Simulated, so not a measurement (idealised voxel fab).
The process module that follows is named voxel wiring stack.
The cross-section on display is named cut; it measures 250 nm wide, and its cells are 5 nm squares.
Cross-section, as written here: a square-cell grid given band by band from the top down, where a band holds one or more rows of cells. What a band's entry tells you: where the top is and where the bottom is, as heights in nm, and after that what lies inside, material by material from left to right, each with its width in nm. Empty space is written as the word "air", and a single material marked with the word "all across" occupies the band from edge to edge. The reference from which all heights are counted is 0, the level beneath which the as-received wafer is entirely one material; the lowest band, having no lower bound, proceeds downward and is written after the example "0 and below". Top row gets the first number, bottom row gets the second, and each row in between changes by the same step: that is how a band width like "30..40" works. The cross-section has no changed cell in any step marked "no change". The entry "Cavities, closed" lists the empty spaces that cover at least 8 cells and have no open path to the top. Each is written as width x height at distance, where the distance is measured from the left edge and all three values are in nm. Read whatever lies past the settings on a step's line as the simulator's own remark about the step. overlay nm: mask right of planned place by this much (step with mask). Neg. = left.
INTENDED PROCESS STEPS
step 1: RECEIVE with material Si
step 2: CONFORMAL_DEP with material SiO2, thk nm 10
step 3: DIRECTIONAL_DEP with material TiN, thk nm 5
step 4: DIRECTIONAL_DEP with material Ru, thk nm 15
step 5: DIRECTIONAL_DEP with material aC, thk nm 10
step 6: PATTERN with tone cover, mask id METAL_1, material resist, width nm 30, pitch nm 50, thk nm 25, overlay nm 0
step 7: DIRECTIONAL_ETCH with etch materials aC, depth nm 10
step 8: STRIP with etch materials resist
step 9: DIRECTIONAL_ETCH with etch materials Ru, depth nm 15
step 10: DIRECTIONAL_ETCH with etch materials TiN, depth nm 5
step 11: STRIP with etch materials aC
step 12: FILL_DEP with material SiO2, thk nm 5
step 13: CMP with height nm 30
step 14: CONFORMAL_DEP with material SiCN, thk nm 5
step 15: DIRECTIONAL_DEP with material lowk, thk nm 30
step 16: MASKED_ETCH with tone open, mask id METAL_2, width nm 30, pitch nm 50, etch materials lowk, depth nm 20, overlay nm 0
step 17: MASKED_ETCH with tone open, mask id METAL_2_HOLES, width nm 15, pitch nm 100, etch materials lowk, depth nm 10, overlay nm -15
step 18: MASKED_ETCH with tone open, mask id METAL_2_HOLES, width nm 15, pitch nm 100, etch materials SiCN, depth nm 5, overlay nm 0
step 19: CONFORMAL_DEP with material TiN, thk nm 5
step 20: FILL_DEP with material Ru, thk nm 5
step 21: CMP with height nm 65
step 22: CONFORMAL_DEP with material SiCN, thk nm 5
step 23: DIRECTIONAL_DEP with material lowk, thk nm 10
step 24: PATTERN with tone open, mask id PLUG_2, material resist, width nm 15, pitch nm 50, thk nm 20, overlay nm 0
step 25: DIRECTIONAL_ETCH with etch materials lowk, depth nm 10
step 26: DIRECTIONAL_ETCH with etch materials SiCN, depth nm 5
step 27: STRIP with etch materials resist
step 28: EPI with material Ru, thk nm 10
step 29: EPI with material Ru, thk nm 5
step 30: CONFORMAL_DEP with material SiCN, thk nm 5
step 31: DIRECTIONAL_DEP with material SiO2, thk nm 25
step 32: PATTERN with tone open, mask id METAL_3, material resist, width nm 30, pitch nm 50, thk nm 15, overlay nm 0
step 33: DIRECTIONAL_ETCH with etch materials SiO2, depth nm 25
step 34: DIRECTIONAL_ETCH with etch materials SiCN, depth nm 5
step 35: STRIP with etch materials resist
step 36: CONFORMAL_DEP with material TiN, thk nm 5
step 37: FILL_DEP with material Ru, thk nm 5
step 38: CMP with height nm 110
step 39: CONFORMAL_DEP with material SiN, thk nm 5
Where the wafers of this document differ is in the overlay nm of step 17; they start out the same, and the plan states the value that applied to the first wafer.
CROSS-SECTION, FIRST OF SEVERAL WAFERS, AS DELIVERED AFTER STEP 1
> 0 and below = Si all across
> Cavities, closed: none
DEPICTED HERE IS THE FIRST OF SEVERAL WAFERS IN CROSS-SECTION, AT MODULE COMPLETION FOLLOWING THE LAST STEP, STEP 39
> 115 down to 110 = SiN all across
> 110 down to 85 = SiO2 60 | TiN 5 | Ru 20 | TiN 5 | SiO2 20 | TiN 5 | Ru 20 | TiN 5 | SiO2 20 | TiN 5 | Ru 20 | TiN 5 | SiO2 60
> 85 down to 80 = SiCN 60 | TiN 30 | SiCN 20 | TiN 30 | SiCN 20 | TiN 30 | SiCN 60
> 80 down to 70 = lowk 60 | Ru 15 | lowk 35 | Ru 15 | lowk 35 | Ru 15 | lowk 75
> 70 down to 65 = SiCN 60 | Ru 15 | SiCN 35 | Ru 15 | SiCN 35 | Ru 15 | SiCN 75
> 65 down to 55 = lowk 45 | TiN 5..20 | Ru 35..20 | TiN 5 | lowk 20 | TiN 5 | Ru 20 | TiN 5 | lowk 5 | TiN 5..20 | Ru 35..20 | TiN 5 | lowk 60
> 55 down to 50 = lowk 60 | TiN 5 | Ru 20 | TiN 5 | lowk 20 | TiN 5 | Ru 20 | TiN 5 | lowk 20 | TiN 5 | Ru 20 | TiN 5 | lowk 60
> 50 down to 45 = lowk 60 | TiN 30 | lowk 20 | TiN 30 | lowk 20 | TiN 30 | lowk 60
> 45 down to 35 = lowk all across
> 35 down to 30 = SiCN all across
> 30 down to 15 = SiO2 60 | Ru 30 | SiO2 20 | Ru 30 | SiO2 20 | Ru 30 | SiO2 60
> 15 down to 10 = SiO2 60 | TiN 30 | SiO2 20 | TiN 30 | SiO2 20 | TiN 30 | SiO2 60
> 10 down to 0 = SiO2 all across
> 0 and below = Si all across
> Cavities, closed: none
CROSS-SECTION OF THE FINAL WAFER AMONG SEVERAL, TAKEN AT THE END OF THE MODULE
> 115 down to 110 = SiN all across
> 110 down to 85 = SiO2 60 | TiN 5 | Ru 20 | TiN 5 | SiO2 20 | TiN 5 | Ru 20 | TiN 5 | SiO2 20 | TiN 5 | Ru 20 | TiN 5 | SiO2 60
> 85 down to 80 = SiCN 60 | TiN 30 | SiCN 20 | TiN 30 | SiCN 20 | TiN 30 | SiCN 60
> 80 down to 70 = lowk 60 | Ru 15 | lowk 35 | Ru 15 | lowk 35 | Ru 15 | lowk 75
> 70 down to 65 = SiCN 60 | Ru 15 | SiCN 35 | Ru 15 | SiCN 35 | Ru 15 | SiCN 75
> 65 down to 50 = lowk 60 | TiN 5 | Ru 20 | TiN 5 | lowk 20 | TiN 5 | Ru 20 | TiN 5 | lowk 20 | TiN 5 | Ru 20 | TiN 5 | lowk 60
> 50 down to 45 = lowk 60 | TiN 20 | Ru 5 | TiN 5 | lowk 20 | TiN 30 | lowk 20 | TiN 20 | Ru 5 | TiN 5 | lowk 60
> 45 down to 40 = lowk 75 | TiN 5 | Ru 5 | TiN 5 | lowk 85 | TiN 5 | Ru 5 | TiN 5 | lowk 60
> 40 down to 35 = lowk 75 | TiN 15 | lowk 85 | TiN 15 | lowk 60
> 35 down to 30 = SiCN all across
> 30 down to 15 = SiO2 60 | Ru 30 | SiO2 20 | Ru 30 | SiO2 20 | Ru 30 | SiO2 60
> 15 down to 10 = SiO2 60 | TiN 30 | SiO2 20 | TiN 30 | SiO2 20 | TiN 30 | SiO2 60
> 10 down to 0 = SiO2 all across
> 0 and below = Si all across
> Cavities, closed: none
WAFER ROWS; END OF MODULE; CELLS PER MATERIAL SINCE RECEIPT: (+) GAINED, (-) LOST; THEN CLOSED VOIDS
overlay nm -15 | +183 Ru | +123 SiCN | +50 SiN | +388 SiO2 | +108 TiN | +298 lowk | Cavities, closed: none
overlay nm -10 | +181 Ru | +121 SiCN | +50 SiN | +388 SiO2 | +112 TiN | +298 lowk | Cavities, closed: none
overlay nm -5 | +179 Ru | +119 SiCN | +50 SiN | +388 SiO2 | +116 TiN | +298 lowk | Cavities, closed: none
overlay nm 0 | +183 Ru | +117 SiCN | +50 SiN | +388 SiO2 | +114 TiN | +298 lowk | Cavities, closed: none
overlay nm 5 | +181 Ru | +119 SiCN | +50 SiN | +388 SiO2 | +114 TiN | +298 lowk | Cavities, closed: none
overlay nm 10 | +181 Ru | +121 SiCN | +50 SiN | +388 SiO2 | +112 TiN | +298 lowk | Cavities, closed: none
overlay nm 15 | +181 Ru | +123 SiCN | +50 SiN | +388 SiO2 | +110 TiN | +298 lowk | Cavities, closed: none
